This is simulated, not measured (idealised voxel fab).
Proc. module: voxel tone inversion
FYI the section here is cut, 275 nm wide, cells are 5 nm squares.
How to read a cross-section here: the picture is a grid of square cells, written as bands going from the top down, and any band can span one or more rows of cells. In this notation a band is specified by the heights of its top and bottom, in that order and in nm, after which its materials appear from left to right, each paired with its width in nm. The word "edge to edge" attached to a single material means that material fills the band from edge to edge; the word "empty" stands for empty space. Counting heights begins at 0, where everything beneath is, in the wafer as received, one material. The lowest band has no bottom; it goes on downwards, as "0 down" shows. A width given as "30..40" starts at the first number in the band's top row and ends at the second number in its bottom row, shifting by an equal amount at every step from row to row. Basically "no change" means that step didn't change any cell in the cross-section. Any empty space of 8 cells or more lacking an open way to the top shows up in "Unvented internal voids" as width x height at distance, distance from the left edge, in nm. Past the settings on a step's line: simulator remark, on that step. overlay nm: step with mask; distance mask lay right of planned place; negative value = left of planned place.
### The following list gives the planned process steps
1,RECEIVE: material Si
2,CONFORMAL_DEP: material SiN, thk nm 10
3,DIRECTIONAL_DEP: material polySi, thk nm 20
4,PATTERN: tone cover, mask id POSTS, material resist, width nm 25, pitch nm 40, thk nm 30, overlay nm 0
5,DIRECTIONAL_ETCH: etch materials polySi, depth nm 20
6,STRIP: etch materials resist
7,FILL_DEP: material lowk, thk nm 5
8,CMP: height nm 30
9,STRIP: etch materials polySi
### Cross-section, incoming material, after step 1
    0 down  Si edge to edge
    Unvented internal voids: none
### Cross-section, end of module. Start: as above. Plan: as above. Execution: one mistake
    30 to 10  lowk edge to edge
    10 to 0  SiN edge to edge
    0 down  Si edge to edge
    Unvented internal voids: none
Error vs. plan: heads up, step 3 didn't go per plan, it actually ran as DIRECTIONAL_DEP: material lowk, thk nm 20
